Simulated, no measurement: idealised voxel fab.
Name of the process module below: voxel transistor to metal
Square cells of 5 nm make up the cross-section cut, whose width is 180 nm.
Cross-section = grid of square cells, listed top down in bands; band = one or more rows.
Within each band entry, the heights of the top and of the bottom of the band appear first, in that order and in nm; the materials of the band then follow from left to right, each with its corresponding width in nm. The designation "edge to edge" on a single material indicates that it fills the band from edge to edge; the designation "air" indicates empty space.
Ref level 0: as-received wafer is one material below here. Bottom band extends down with no lower bound ("top 0, no bottom").
It should be noted that a width expressed as "30..40" varies in equal increments from row to row of cells within the band, taking the value of the first number at the top row and that of the second number at the bottom row.
A step reported as "no alterations made" is a step in which no cell of the cross-section changed.
For the entry "Trapped void list", the listed items are empty spaces with no open way to the top whose size is 8 cells or more; each item follows the pattern width x height at distance, where distance is from the left edge and all three are in nm.
Whatever follows a step's settings on its line is a remark the simulator itself makes about that step.
The "overlay nm" setting may appear on a step's line; for a step that uses a mask, it gives how far to the right of its planned position the mask lay, and a negative value indicates the left.
In what follows, pairs of cross-sections are presented, each taken before and after one process step, with the after cross-section shown only down to the lowest band that was altered; the step, together with its settings, is stated below the pair. The pairs may stem from different runs of this module on the same starting wafer; accordingly, a pair should be taken as continuing from the one above it solely where its entry headed "Status quo ante" indicates as much.
**Status quo ante**
- top 45, bottom 30: air (70), then SiN (10), then SiCN (20), then SiN (10), then air (70)
- top 30, bottom 0: air (70), then SiN (10), then polySi (20), then SiN (10), then air (70)
- top 0, bottom -5: air (70), then SiO2 (40), then air (70)
- top -5, bottom -15: SiO2 (35), then air (35), then Si (40), then air (30), then SiO2 (40)
- top -15, bottom -30: SiO2 (35), then Si (105), then SiO2 (40)
- top -30, no bottom: Si edge to edge
- Trapped void list: none
**Post-Step Section View**
- top 45, bottom 30: air (70), then SiN (10), then SiCN (20), then SiN (10), then air (70)
- top 30, bottom 10: air (70), then SiN (10), then polySi (20), then SiN (10), then air (70)
- top 10, bottom 0: air (55), then pSi (15), then SiN (10), then polySi (20), then SiN (10), then pSi (15), then air (55)
- top 0, bottom -5: air (30), then pSi (40), then SiO2 (40), then pSi (35), then air (35)
- top -5, bottom -15: SiO2 (35), then pSi (35), then Si (40), then pSi (30), then SiO2 (40)
- Anything lower than -15 is untouched.
- Trapped void list: none
Which step turns the before cross-section above into the after cross-section? EPI,material pSi,thk nm 15
Status quo ante: just use the after drawing of the pair above as your starting point.
**Post-Step Section View**
- top 55, bottom 45: SiO2 edge to edge
- top 45, bottom 30: SiO2 (70), then SiN (10), then SiCN (20), then SiN (10), then SiO2 (70)
- top 30, bottom 10: SiO2 (70), then SiN (10), then polySi (20), then SiN (10), then SiO2 (70)
- top 10, bottom 0: SiO2 (55), then pSi (15), then SiN (10), then polySi (20), then SiN (10), then pSi (15), then SiO2 (55)
- top 0, bottom -5: SiO2 (30), then pSi (40), then SiO2 (40), then pSi (35), then SiO2 (35)
- Anything lower than -5 is untouched.
- Trapped void list: none
Which step turns the before cross-section above into the after cross-section? FILL_DEP,material SiO2,thk nm 10
Status quo ante: just use the after drawing of the pair above as your starting point.
**Post-Step Section View**
- top 45, bottom 30: SiO2 (70), then SiN (10), then SiCN (20), then SiN (10), then SiO2 (70)
- Anything lower than 30 is untouched.
- Trapped void list: none
Which step turns the before cross-section above into the after cross-section? CMP,height nm 45
Status quo ante: just use the after drawing of the pair above as your starting point.
**Post-Step Section View**
- top 60, bottom 45: SiO2 edge to edge
- Anything lower than 45 is untouched.
- Trapped void list: none
Which step turns the before cross-section above into the after cross-section? DIRECTIONAL_DEP,material SiO2,thk nm 15
Status quo ante: just use the after drawing of the pair above as your starting point.
**Post-Step Section View**
- top 75, bottom 60: aC edge to edge
- Anything lower than 60 is untouched.
- Trapped void list: none
Which step turns the before cross-section above into the after cross-section? DIRECTIONAL_DEP,material aC,thk nm 15
Status quo ante: just use the after drawing of the pair above as your starting point.
**Post-Step Section View**
- top 105, bottom 75: resist (40), then air (15), then resist (65), then air (15), then resist (45)
- Anything lower than 75 is untouched.
- Trapped void list: none
Which step turns the before cross-section above into the after cross-section? PATTERN,tone open,mask id CONTACT,material resist,width nm 15,pitch nm 80,thk nm 30,overlay nm 0
Status quo ante: just use the after drawing of the pair above as your starting point.
**Post-Step Section View**
- top 90, bottom 75: resist (40), then air (15), then resist (65), then air (15), then resist (45)
- top 75, bottom 60: aC (40), then air (15), then aC (65), then air (15), then aC (45)
- Anything lower than 60 is untouched.
- Trapped void list: none
Which step turns the before cross-section above into the after cross-section? DIRECTIONAL_ETCH,etch materials aC,depth nm 15
Status quo ante: just use the after drawing of the pair above as your starting point.
**Post-Step Section View**
- top 75, bottom 60: aC (40), then air (15), then aC (65), then air (15), then aC (45)
- Anything lower than 60 is untouched.
- Trapped void list: none
Which step turns the before cross-section above into the after cross-section? STRIP,etch materials resist
Status quo ante: just use the after drawing of the pair above as your starting point.
**Post-Step Section View**
- top 75, bottom 60: aC (40), then air (15), then aC (65), then air (15), then aC (45)
- top 60, bottom 45: SiO2 (40), then air (15), then SiO2 (65), then air (15), then SiO2 (45)
- top 45, bottom 30: SiO2 (40), then air (15), then SiO2 (15), then SiN (10), then SiCN (20), then SiN (10), then SiO2 (10), then air (15), then SiO2 (45)
- top 30, bottom 10: SiO2 (40), then air (15), then SiO2 (15), then SiN (10), then polySi (20), then SiN (10), then SiO2 (10), then air (15), then SiO2 (45)
- top 10, bottom 0: SiO2 (40), then air (15), then pSi (15), then SiN (10), then polySi (20), then SiN (10), then pSi (15), then air (10), then SiO2 (45)
- Anything lower than 0 is untouched.
- Trapped void list: none
Which step turns the before cross-section above into the after cross-section? DIRECTIONAL_ETCH,etch materials SiO2,depth nm 60
Status quo ante: just use the after drawing of the pair above as your starting point.
**Post-Step Section View**
- top 60, bottom 45: SiO2 (40), then air (15), then SiO2 (65), then air (15), then SiO2 (45)
- Anything lower than 45 is untouched.
- Trapped void list: none
Which step turns the before cross-section above into the after cross-section? STRIP,etch materials aC
Status quo ante: just use the after drawing of the pair above as your starting point.
**Post-Step Section View**
- top 65, bottom 60: TiN (45), then air (5), then TiN (75), then air (5), then TiN (50)
- top 60, bottom 45: SiO2 (40), then TiN (5), then air (5), then TiN (5), then SiO2 (65), then TiN (5), then air (5), then TiN (5), then SiO2 (45)
- top 45, bottom 30: SiO2 (40), then TiN (5), then air (5), then TiN (5), then SiO2 (15), then SiN (10), then SiCN (20), then SiN (10), then SiO2 (10), then TiN (5), then air (5), then TiN (5), then SiO2 (45)
- top 30, bottom 15: SiO2 (40), then TiN (5), then air (5), then TiN (5), then SiO2 (15), then SiN (10), then polySi (20), then SiN (10), then SiO2 (10), then TiN (5), then air (5), then TiN (5), then SiO2 (45)
- top 15, bottom 10: SiO2 (40), then TiN (5), then air (5), then TiN (5), then SiO2 (15), then SiN (10), then polySi (20), then SiN (10), then SiO2 (10), then TiN (15), then SiO2 (45)
- top 10, bottom 5: SiO2 (40), then TiN (5), then air (5), then TiN (5), then pSi (15), then SiN (10), then polySi (20), then SiN (10), then pSi (15), then TiN (10), then SiO2 (45)
- top 5, bottom 0: SiO2 (40), then TiN (15), then pSi (15), then SiN (10), then polySi (20), then SiN (10), then pSi (15), then TiN (10), then SiO2 (45)
- Anything lower than 0 is untouched.
- Trapped void list: none
Which step turns the before cross-section above into the after cross-section? CONFORMAL_DEP,material TiN,thk nm 5
Status quo ante: just use the after drawing of the pair above as your starting point.
**Post-Step Section View**
- top 70, bottom 65: Ru edge to edge
- top 65, bottom 60: TiN (45), then Ru (5), then TiN (75), then Ru (5), then TiN (50)
- top 60, bottom 45: SiO2 (40), then TiN (5), then Ru (5), then TiN (5), then SiO2 (65), then TiN (5), then Ru (5), then TiN (5), then SiO2 (45)
- top 45, bottom 30: SiO2 (40), then TiN (5), then Ru (5), then TiN (5), then SiO2 (15), then SiN (10), then SiCN (20), then SiN (10), then SiO2 (10), then TiN (5), then Ru (5), then TiN (5), then SiO2 (45)
- top 30, bottom 15: SiO2 (40), then TiN (5), then Ru (5), then TiN (5), then SiO2 (15), then SiN (10), then polySi (20), then SiN (10), then SiO2 (10), then TiN (5), then Ru (5), then TiN (5), then SiO2 (45)
- top 15, bottom 10: SiO2 (40), then TiN (5), then Ru (5), then TiN (5), then SiO2 (15), then SiN (10), then polySi (20), then SiN (10), then SiO2 (10), then TiN (15), then SiO2 (45)
- top 10, bottom 5: SiO2 (40), then TiN (5), then Ru (5), then TiN (5), then pSi (15), then SiN (10), then polySi (20), then SiN (10), then pSi (15), then TiN (10), then SiO2 (45)
- Anything lower than 5 is untouched.
- Trapped void list: none
Which step turns the before cross-section above into the after cross-section? FILL_DEP,material Ru,thk nm 5
Status quo ante: just use the after drawing of the pair above as your starting point.
**Post-Step Section View**
- top 60, bottom 45: SiO2 (40), then TiN (5), then Ru (5), then TiN (5), then SiO2 (65), then TiN (5), then Ru (5), then TiN (5), then SiO2 (45)
- Anything lower than 45 is untouched.
- Trapped void list: none
Which step turns the before cross-section above into the after cross-section? CMP,height nm 60
Status quo ante: just use the after drawing of the pair above as your starting point.
**Post-Step Section View**
- top 65, bottom 60: SiN edge to edge
- Anything lower than 60 is untouched.
- Trapped void list: none
Which step turns the before cross-section above into the after cross-section? CONFORMAL_DEP,material SiN,thk nm 5
Status quo ante: just use the after drawing of the pair above as your starting point.
**Post-Step Section View**
- top 80, bottom 65: SiO2 edge to edge
- Anything lower than 65 is untouched.
- Trapped void list: none
Which step turns the before cross-section above into the after cross-section? DIRECTIONAL_DEP,material SiO2,thk nm 15
Status quo ante: just use the after drawing of the pair above as your starting point.
**Post-Step Section View**
- top 90, bottom 80: aC edge to edge
- Anything lower than 80 is untouched.
- Trapped void list: none
Which step turns the before cross-section above into the after cross-section? DIRECTIONAL_DEP,material aC,thk nm 10
Status quo ante: just use the after drawing of the pair above as your starting point.
**Post-Step Section View**
- top 120, bottom 90: resist (40), then air (15), then resist (65), then air (15), then resist (45)
- Anything lower than 90 is untouched.
- Trapped void list: none
Which step turns the before cross-section above into the after cross-section? PATTERN,tone open,mask id METAL_1,material resist,width nm 15,pitch nm 80,thk nm 30,overlay nm 0
Status quo ante: just use the after drawing of the pair above as your starting point.
**Post-Step Section View**
- top 110, bottom 90: resist (40), then air (15), then resist (65), then air (15), then resist (45)
- top 90, bottom 80: aC (40), then air (15), then aC (65), then air (15), then aC (45)
- Anything lower than 80 is untouched.
- Trapped void list: none
Which step turns the before cross-section above into the after cross-section? DIRECTIONAL_ETCH,etch materials aC,depth nm 10
Status quo ante: just use the after drawing of the pair above as your starting point.
**Post-Step Section View**
- top 90, bottom 80: aC (40), then air (15), then aC (65), then air (15), then aC (45)
- Anything lower than 80 is untouched.
- Trapped void list: none
Which step turns the before cross-section above into the after cross-section? STRIP,etch materials resist
Status quo ante: just use the after drawing of the pair above as your starting point.
**Post-Step Section View**
- top 90, bottom 80: aC (40), then air (15), then aC (65), then air (15), then aC (45)
- top 80, bottom 65: SiO2 (40), then air (15), then SiO2 (65), then air (15), then SiO2 (45)
- Anything lower than 65 is untouched.
- Trapped void list: none
Which step turns the before cross-section above into the after cross-section? DIRECTIONAL_ETCH,etch materials SiO2,depth nm 15
Status quo ante: just use the after drawing of the pair above as your starting point.
**Post-Step Section View**
- top 90, bottom 80: aC (40), then air (15), then aC (65), then air (15), then aC (45)
- top 80, bottom 65: SiO2 (40), then air (15), then SiO2 (65), then air (15), then SiO2 (45)
- top 65, bottom 60: SiN (40), then air (15), then SiN (65), then air (15), then SiN (45)
- Anything lower than 60 is untouched.
- Trapped void list: none
Which step turns the before cross-section above into the after cross-section? DIRECTIONAL_ETCH,etch materials SiN,depth nm 5
Status quo ante: just use the after drawing of the pair above as your starting point.
**Post-Step Section View**
- top 80, bottom 65: SiO2 (40), then air (15), then SiO2 (65), then air (15), then SiO2 (45)
- Anything lower than 65 is untouched.
- Trapped void list: none
Which step turns the before cross-section above into the after cross-section? STRIP,etch materials aC
Status quo ante: just use the after drawing of the pair above as your starting point.
**Post-Step Section View**
- top 85, bottom 80: TiN (45), then air (5), then TiN (75), then air (5), then TiN (50)
- top 80, bottom 65: SiO2 (40), then TiN (5), then air (5), then TiN (5), then SiO2 (65), then TiN (5), then air (5), then TiN (5), then SiO2 (45)
- top 65, bottom 60: SiN (40), then TiN (15), then SiN (65), then TiN (15), then SiN (45)
- Anything lower than 60 is untouched.
- Trapped void list: none
Which step turns the before cross-section above into the after cross-section? CONFORMAL_DEP,material TiN,thk nm 5
Status quo ante: just use the after drawing of the pair above as your starting point.
**Post-Step Section View**
- top 90, bottom 85: Ru edge to edge
- top 85, bottom 80: TiN (45), then Ru (5), then TiN (75), then Ru (5), then TiN (50)
- top 80, bottom 65: SiO2 (40), then TiN (5), then Ru (5), then TiN (5), then SiO2 (65), then TiN (5), then Ru (5), then TiN (5), then SiO2 (45)
- Anything lower than 65 is untouched.
- Trapped void list: none
Which step turns the before cross-section above into the after cross-section? FILL_DEP,material Ru,thk nm 5
Status quo ante: just use the after drawing of the pair above as your starting point.
**Post-Step Section View**
- top 80, bottom 65: SiO2 (40), then TiN (5), then Ru (5), then TiN (5), then SiO2 (65), then TiN (5), then Ru (5), then TiN (5), then SiO2 (45)
- Anything lower than 65 is untouched.
- Trapped void list: none
Which step turns the before cross-section above into the after cross-section? CMP,height nm 80
Status quo ante: just use the after drawing of the pair above as your starting point.
**Post-Step Section View**
- top 85, bottom 80: SiCN edge to edge
- Anything lower than 80 is untouched.
- Trapped void list: none
Which step turns the before cross-section above into the after cross-section? CONFORMAL_DEP,material SiCN,thk nm 5
Status quo ante: just use the after drawing of the pair above as your starting point.
**Post-Step Section View**
- top 115, bottom 85: SiO2 edge to edge
- Anything lower than 85 is untouched.
- Trapped void list: none
Which step turns the before cross-section above into the after cross-section? DIRECTIONAL_DEP,material SiO2,thk nm 30
Status quo ante: just use the after drawing of the pair above as your starting point.
**Post-Step Section View**
- top 125, bottom 115: aC edge to edge
- Anything lower than 115 is untouched.
- Trapped void list: none
Which step turns the before cross-section above into the after cross-section? DIRECTIONAL_DEP,material aC,thk nm 10
Status quo ante: just use the after drawing of the pair above as your starting point.
**Post-Step Section View**
- top 150, bottom 125: resist (40), then air (15), then resist (65), then air (15), then resist (45)
- Anything lower than 125 is untouched.
- Trapped void list: none
Which step turns the before cross-section above into the after cross-section? PATTERN,tone open,mask id METAL_2,material resist,width nm 15,pitch nm 80,thk nm 25,overlay nm 0
Status quo ante: just use the after drawing of the pair above as your starting point.
**Post-Step Section View**
- top 140, bottom 125: resist (40), then air (15), then resist (65), then air (15), then resist (45)
- top 125, bottom 115: aC (40), then air (15), then aC (65), then air (15), then aC (45)
- Anything lower than 115 is untouched.
- Trapped void list: none
Which step turns the before cross-section above into the after cross-section? DIRECTIONAL_ETCH,etch materials aC,depth nm 10
Status quo ante: just use the after drawing of the pair above as your starting point.
**Post-Step Section View**
- top 125, bottom 115: aC (40), then air (15), then aC (65), then air (15), then aC (45)
- Anything lower than 115 is untouched.
- Trapped void list: none
Which step turns the before cross-section above into the after cross-section? STRIP,etch materials resist
Status quo ante: just use the after drawing of the pair above as your starting point.
**Post-Step Section View**
- top 125, bottom 115: aC (40), then air (15), then aC (65), then air (15), then aC (45)
- top 115, bottom 95: SiO2 (40), then air (15), then SiO2 (65), then air (15), then SiO2 (45)
- Anything lower than 95 is untouched.
- Trapped void list: none
Which step turns the before cross-section above into the after cross-section? DIRECTIONAL_ETCH,etch materials SiO2,depth nm 20
Status quo ante: just use the after drawing of the pair above as your starting point.
**Post-Step Section View**
- top 115, bottom 95: SiO2 (40), then air (15), then SiO2 (65), then air (15), then SiO2 (45)
- Anything lower than 95 is untouched.
- Trapped void list: none
Which step turns the before cross-section above into the after cross-section? STRIP,etch materials aC
Status quo ante: just use the after drawing of the pair above as your starting point.
**Post-Step Section View**
- top 115, bottom 85: SiO2 (40), then air (15), then SiO2 (65), then air (15), then SiO2 (45)
- Anything lower than 85 is untouched.
- Trapped void list: none
Which step turns the before cross-section above into the after cross-section? MASKED_ETCH,tone open,mask id METAL_2_HOLES,width nm 15,pitch nm 80,etch materials SiO2,depth nm 10,overlay nm 0
Status quo ante: just use the after drawing of the pair above as your starting point.
**Post-Step Section View**
- top 115, bottom 85: SiO2 (40), then air (15), then SiO2 (65), then air (15), then SiO2 (45)
- top 85, bottom 80: SiCN (40), then air (15), then SiCN (65), then air (15), then SiCN (45)
- Anything lower than 80 is untouched.
- Trapped void list: none
Which step turns the before cross-section above into the after cross-section? MASKED_ETCH,tone open,mask id METAL_2_HOLES,width nm 15,pitch nm 80,etch materials SiCN,depth nm 5,overlay nm 0
Status quo ante: just use the after drawing of the pair above as your starting point.
**Post-Step Section View**
- top 120, bottom 115: TiN (45), then air (5), then TiN (75), then air (5), then TiN (50)
- top 115, bottom 85: SiO2 (40), then TiN (5), then air (5), then TiN (5), then SiO2 (65), then TiN (5), then air (5), then TiN (5), then SiO2 (45)
- top 85, bottom 80: SiCN (40), then TiN (15), then SiCN (65), then TiN (15), then SiCN (45)
- Anything lower than 80 is untouched.
- Trapped void list: none
Which step turns the before cross-section above into the after cross-section? CONFORMAL_DEP,material TiN,thk nm 5
Status quo ante: just use the after drawing of the pair above as your starting point.
**Post-Step Section View**
- top 130, bottom 120: Cu edge to edge
- top 120, bottom 115: TiN (45), then Cu (5), then TiN (75), then Cu (5), then TiN (50)
- top 115, bottom 85: SiO2 (40), then TiN (5), then Cu (5), then TiN (5), then SiO2 (65), then TiN (5), then Cu (5), then TiN (5), then SiO2 (45)
- Anything lower than 85 is untouched.
- Trapped void list: none
Which step turns the before cross-section above into the after cross-section? FILL_DEP,material Cu,thk nm 10
Status quo ante: just use the after drawing of the pair above as your starting point.
**Post-Step Section View**
- top 115, bottom 85: SiO2 (40), then TiN (5), then Cu (5), then TiN (5), then SiO2 (65), then TiN (5), then Cu (5), then TiN (5), then SiO2 (45)
- Anything lower than 85 is untouched.
- Trapped void list: none
Which step turns the before cross-section above into the after cross-section? CMP,height nm 115
Status quo ante: just use the after drawing of the pair above as your starting point.
**Post-Step Section View**
- top 120, bottom 115: SiN edge to edge
- Anything lower than 115 is untouched.
- Trapped void list: none
Which step turns the before cross-section above into the after cross-section? CONFORMAL_DEP,material SiN,thk nm 5
**Status quo ante**
- top 125, bottom 115: aC edge to edge
- top 115, bottom 85: SiO2 edge to edge
- top 85, bottom 80: SiCN edge to edge
- top 80, bottom 65: SiO2 (40), then TiN (5), then Ru (5), then TiN (5), then SiO2 (65), then TiN (5), then Ru (5), then TiN (5), then SiO2 (45)
- top 65, bottom 60: SiN (40), then TiN (15), then SiN (65), then TiN (15), then SiN (45)
- top 60, bottom 45: SiO2 (40), then TiN (5), then Ru (5), then TiN (5), then SiO2 (65), then TiN (5), then Ru (5), then TiN (5), then SiO2 (45)
- top 45, bottom 30: SiO2 (40), then TiN (5), then Ru (5), then TiN (5), then SiO2 (10), then SiN (10), then SiCN (25), then SiN (10), then SiO2 (10), then TiN (5), then Ru (5), then TiN (5), then SiO2 (45)
- top 30, bottom 15: SiO2 (40), then TiN (5), then Ru (5), then TiN (5), then SiO2 (10), then SiN (10), then polySi (25), then SiN (10), then SiO2 (10), then TiN (5), then Ru (5), then TiN (5), then SiO2 (45)
- top 15, bottom 10: SiO2 (40), then TiN (15), then SiO2 (10), then SiN (10), then polySi (25), then SiN (10), then SiO2 (10), then TiN (15), then SiO2 (45)
- top 10, bottom 0: SiO2 (40), then TiN (10), then pSi (15), then SiN (10), then polySi (25), then SiN (10), then pSi (15), then TiN (10), then SiO2 (45)
- top 0, bottom -5: SiO2 (30), then pSi (35), then SiO2 (45), then pSi (35), then SiO2 (35)
- top -5, bottom -15: SiO2 (35), then pSi (30), then Si (45), then pSi (30), then SiO2 (40)
- top -15, bottom -30: SiO2 (35), then Si (105), then SiO2 (40)
- top -30, no bottom: Si edge to edge
- Trapped void list: none
**Post-Step Section View**
- top 150, bottom 125: resist (35), then air (15), then resist (65), then air (15), then resist (50)
- Anything lower than 125 is untouched.
- Trapped void list: none
Which step turns the before cross-section above into the after cross-section? PATTERN,tone open,mask id METAL_2,material resist,width nm 15,pitch nm 80,thk nm 25,overlay nm -5
Status quo ante: just use the after drawing of the pair above as your starting point.
**Post-Step Section View**
- top 140, bottom 125: resist (35), then air (15), then resist (65), then air (15), then resist (50)
- top 125, bottom 115: aC (35), then air (15), then aC (65), then air (15), then aC (50)
- Anything lower than 115 is untouched.
- Trapped void list: none
Which step turns the before cross-section above into the after cross-section? DIRECTIONAL_ETCH,etch materials aC,depth nm 10
Status quo ante: just use the after drawing of the pair above as your starting point.
**Post-Step Section View**
- top 125, bottom 115: aC (35), then air (15), then aC (65), then air (15), then aC (50)
- Anything lower than 115 is untouched.
- Trapped void list: none
Which step turns the before cross-section above into the after cross-section? STRIP,etch materials resist
Status quo ante: just use the after drawing of the pair above as your starting point.
**Post-Step Section View**
- top 125, bottom 115: aC (35), then air (15), then aC (65), then air (15), then aC (50)
- top 115, bottom 95: SiO2 (35), then air (15), then SiO2 (65), then air (15), then SiO2 (50)
- Anything lower than 95 is untouched.
- Trapped void list: none
Which step turns the before cross-section above into the after cross-section? DIRECTIONAL_ETCH,etch materials SiO2,depth nm 20
Status quo ante: just use the after drawing of the pair above as your starting point.
**Post-Step Section View**
- top 115, bottom 95: SiO2 (35), then air (15), then SiO2 (65), then air (15), then SiO2 (50)
- Anything lower than 95 is untouched.
- Trapped void list: none
Which step turns the before cross-section above into the after cross-section? STRIP,etch materials aC
Status quo ante: just use the after drawing of the pair above as your starting point.
**Post-Step Section View**
- top 115, bottom 105: SiO2 (35), then air (20), then SiO2 (60), then air (20), then SiO2 (45)
- top 105, bottom 95: SiO2 (35), then air (15), then SiO2 (65), then air (15), then SiO2 (50)
- top 95, bottom 85: SiO2 (40), then air (10), then SiO2 (70), then air (10), then SiO2 (50)
- Anything lower than 85 is untouched.
- Trapped void list: none
Which step turns the before cross-section above into the after cross-section? MASKED_ETCH,tone open,mask id METAL_2_HOLES,width nm 15,pitch nm 80,etch materials SiO2,depth nm 10,overlay nm 0
Status quo ante: just use the after drawing of the pair above as your starting point.
**Post-Step Section View**
- top 115, bottom 105: SiO2 (35), then air (20), then SiO2 (60), then air (20), then SiO2 (45)
- top 105, bottom 95: SiO2 (35), then air (15), then SiO2 (65), then air (15), then SiO2 (50)
- top 95, bottom 85: SiO2 (40), then air (10), then SiO2 (70), then air (10), then SiO2 (50)
- top 85, bottom 80: SiCN (40), then air (10), then SiCN (70), then air (10), then SiCN (50)
- Anything lower than 80 is untouched.
- Trapped void list: none
Which step turns the before cross-section above into the after cross-section? MASKED_ETCH,tone open,mask id METAL_2_HOLES,width nm 15,pitch nm 80,etch materials SiCN,depth nm 5,overlay nm 0
Status quo ante: just use the after drawing of the pair above as your starting point.
**Post-Step Section View**
- top 120, bottom 115: TiN (40), then air (10), then TiN (70), then air (10), then TiN (50)
- top 115, bottom 105: SiO2 (35), then TiN (5), then air (10..5), then TiN (5..10), then SiO2 (60), then TiN (5), then air (10..5), then TiN (5..10), then SiO2 (45)
- top 105, bottom 100: SiO2 (35), then TiN (5), then air (5), then TiN (5), then SiO2 (65), then TiN (5), then air (5), then TiN (5), then SiO2 (50)
- top 100, bottom 95: SiO2 (35), then TiN (15), then SiO2 (65), then TiN (15), then SiO2 (50)
- top 95, bottom 85: SiO2 (40), then TiN (10), then SiO2 (70), then TiN (10), then SiO2 (50)
- top 85, bottom 80: SiCN (40), then TiN (10), then SiCN (70), then TiN (10), then SiCN (50)
- Anything lower than 80 is untouched.
- Trapped void list: none
Which step turns the before cross-section above into the after cross-section? CONFORMAL_DEP,material TiN,thk nm 5
Status quo ante: just use the after drawing of the pair above as your starting point.
**Post-Step Section View**
- top 130, bottom 120: Cu edge to edge
- top 120, bottom 115: TiN (40), then Cu (10), then TiN (70), then Cu (10), then TiN (50)
- top 115, bottom 105: SiO2 (35), then TiN (5), then Cu (10..5), then TiN (5..10), then SiO2 (60), then TiN (5), then Cu (10..5), then TiN (5..10), then SiO2 (45)
- top 105, bottom 100: SiO2 (35), then TiN (5), then Cu (5), then TiN (5), then SiO2 (65), then TiN (5), then Cu (5), then TiN (5), then SiO2 (50)
- Anything lower than 100 is untouched.
- Trapped void list: none
Which step turns the before cross-section above into the after cross-section? FILL_DEP,material Cu,thk nm 10
Status quo ante: just use the after drawing of the pair above as your starting point.
**Post-Step Section View**
- top 115, bottom 105: SiO2 (35), then TiN (5), then Cu (10..5), then TiN (5..10), then SiO2 (60), then TiN (5), then Cu (10..5), then TiN (5..10), then SiO2 (45)
- Anything lower than 105 is untouched.
- Trapped void list: none
Which step turns the before cross-section above into the after cross-section? CMP,height nm 115
Status quo ante: just use the after drawing of the pair above as your starting point.
**Post-Step Section View**
- top 120, bottom 115: SiN edge to edge
- Anything lower than 115 is untouched.
- Trapped void list: none
Which step turns the before cross-section above into the after cross-section? CONFORMAL_DEP,material SiN,thk nm 5
**Status quo ante**
- top 60, bottom 45: SiO2 (40), then TiN (5), then Ru (5), then TiN (5), then SiO2 (65), then TiN (5), then Ru (5), then TiN (5), then SiO2 (45)
- top 45, bottom 30: SiO2 (40), then TiN (5), then Ru (5), then TiN (5), then SiO2 (10), then SiN (10), then SiCN (25), then SiN (10), then SiO2 (10), then TiN (5), then Ru (5), then TiN (5), then SiO2 (45)
- top 30, bottom 15: SiO2 (40), then TiN (5), then Ru (5), then TiN (5), then SiO2 (10), then SiN (10), then polySi (25), then SiN (10), then SiO2 (10), then TiN (5), then Ru (5), then TiN (5), then SiO2 (45)
- top 15, bottom 10: SiO2 (40), then TiN (15), then SiO2 (10), then SiN (10), then polySi (25), then SiN (10), then SiO2 (10), then TiN (15), then SiO2 (45)
- top 10, bottom 0: SiO2 (40), then TiN (10), then pSi (15), then SiN (10), then polySi (25), then SiN (10), then pSi (15), then TiN (10), then SiO2 (45)
- top 0, bottom -5: SiO2 (30), then pSi (35), then SiO2 (45), then pSi (35), then SiO2 (35)
- top -5, bottom -15: SiO2 (35), then pSi (30), then Si (45), then pSi (30), then SiO2 (40)
- top -15, bottom -30: SiO2 (35), then Si (105), then SiO2 (40)
- top -30, no bottom: Si edge to edge
- Trapped void list: none
**Post-Step Section View**
- top 65, bottom 60: Ru edge to edge
- Anything lower than 60 is untouched.
- Trapped void list: none
Which step turns the before cross-section above into the after cross-section? CONFORMAL_DEP,material Ru,thk nm 5
Status quo ante: just use the after drawing of the pair above as your starting point.
**Post-Step Section View**
- top 80, bottom 65: SiO2 edge to edge
- Anything lower than 65 is untouched.
- Trapped void list: none
Which step turns the before cross-section above into the after cross-section? DIRECTIONAL_DEP,material SiO2,thk nm 15
Status quo ante: just use the after drawing of the pair above as your starting point.
**Post-Step Section View**
- top 90, bottom 80: aC edge to edge
- Anything lower than 80 is untouched.
- Trapped void list: none
Which step turns the before cross-section above into the after cross-section? DIRECTIONAL_DEP,material aC,thk nm 10
Status quo ante: just use the after drawing of the pair above as your starting point.
**Post-Step Section View**
- top 120, bottom 90: resist (40), then air (15), then resist (65), then air (15), then resist (45)
- Anything lower than 90 is untouched.
- Trapped void list: none
Which step turns the before cross-section above into the after cross-section? PATTERN,tone open,mask id METAL_1,material resist,width nm 15,pitch nm 80,thk nm 30,overlay nm 0
Status quo ante: just use the after drawing of the pair above as your starting point.
**Post-Step Section View**
- top 110, bottom 90: resist (40), then air (15), then resist (65), then air (15), then resist (45)
- top 90, bottom 80: aC (40), then air (15), then aC (65), then air (15), then aC (45)
- Anything lower than 80 is untouched.
- Trapped void list: none
Which step turns the before cross-section above into the after cross-section? DIRECTIONAL_ETCH,etch materials aC,depth nm 10
Status quo ante: just use the after drawing of the pair above as your starting point.
**Post-Step Section View**
- top 90, bottom 80: aC (40), then air (15), then aC (65), then air (15), then aC (45)
- Anything lower than 80 is untouched.
- Trapped void list: none
Which step turns the before cross-section above into the after cross-section? STRIP,etch materials resist
Status quo ante: just use the after drawing of the pair above as your starting point.
**Post-Step Section View**
- top 90, bottom 80: aC (40), then air (15), then aC (65), then air (15), then aC (45)
- top 80, bottom 65: SiO2 (40), then air (15), then SiO2 (65), then air (15), then SiO2 (45)
- Anything lower than 65 is untouched.
- Trapped void list: none
Which step turns the before cross-section above into the after cross-section? DIRECTIONAL_ETCH,etch materials SiO2,depth nm 15
Status quo ante: just use the after drawing of the pair above as your starting point.
**Post-Step Section View**
- top 80, bottom 65: SiO2 (40), then air (15), then SiO2 (65), then air (15), then SiO2 (45)
- Anything lower than 65 is untouched.
- Trapped void list: none
Which step turns the before cross-section above into the after cross-section? STRIP,etch materials aC
Status quo ante: just use the after drawing of the pair above as your starting point.
**Post-Step Section View**
- top 85, bottom 80: TiN (45), then air (5), then TiN (75), then air (5), then TiN (50)
- top 80, bottom 70: SiO2 (40), then TiN (5), then air (5), then TiN (5), then SiO2 (65), then TiN (5), then air (5), then TiN (5), then SiO2 (45)
- top 70, bottom 65: SiO2 (40), then TiN (15), then SiO2 (65), then TiN (15), then SiO2 (45)
- Anything lower than 65 is untouched.
- Trapped void list: none
Which step turns the before cross-section above into the after cross-section? CONFORMAL_DEP,material TiN,thk nm 5
Status quo ante: just use the after drawing of the pair above as your starting point.
**Post-Step Section View**
- top 90, bottom 85: Ru edge to edge
- top 85, bottom 80: TiN (45), then Ru (5), then TiN (75), then Ru (5), then TiN (50)
- top 80, bottom 70: SiO2 (40), then TiN (5), then Ru (5), then TiN (5), then SiO2 (65), then TiN (5), then Ru (5), then TiN (5), then SiO2 (45)
- Anything lower than 70 is untouched.
- Trapped void list: none
Which step turns the before cross-section above into the after cross-section? FILL_DEP,material Ru,thk nm 5
Status quo ante: just use the after drawing of the pair above as your starting point.
**Post-Step Section View**
- top 80, bottom 70: SiO2 (40), then TiN (5), then Ru (5), then TiN (5), then SiO2 (65), then TiN (5), then Ru (5), then TiN (5), then SiO2 (45)
- Anything lower than 70 is untouched.
- Trapped void list: none
Which step turns the before cross-section above into the after cross-section? CMP,height nm 80
Status quo ante: just use the after drawing of the pair above as your starting point.
**Post-Step Section View**
- top 85, bottom 80: SiCN edge to edge
- Anything lower than 80 is untouched.
- Trapped void list: none
Which step turns the before cross-section above into the after cross-section? CONFORMAL_DEP,material SiCN,thk nm 5
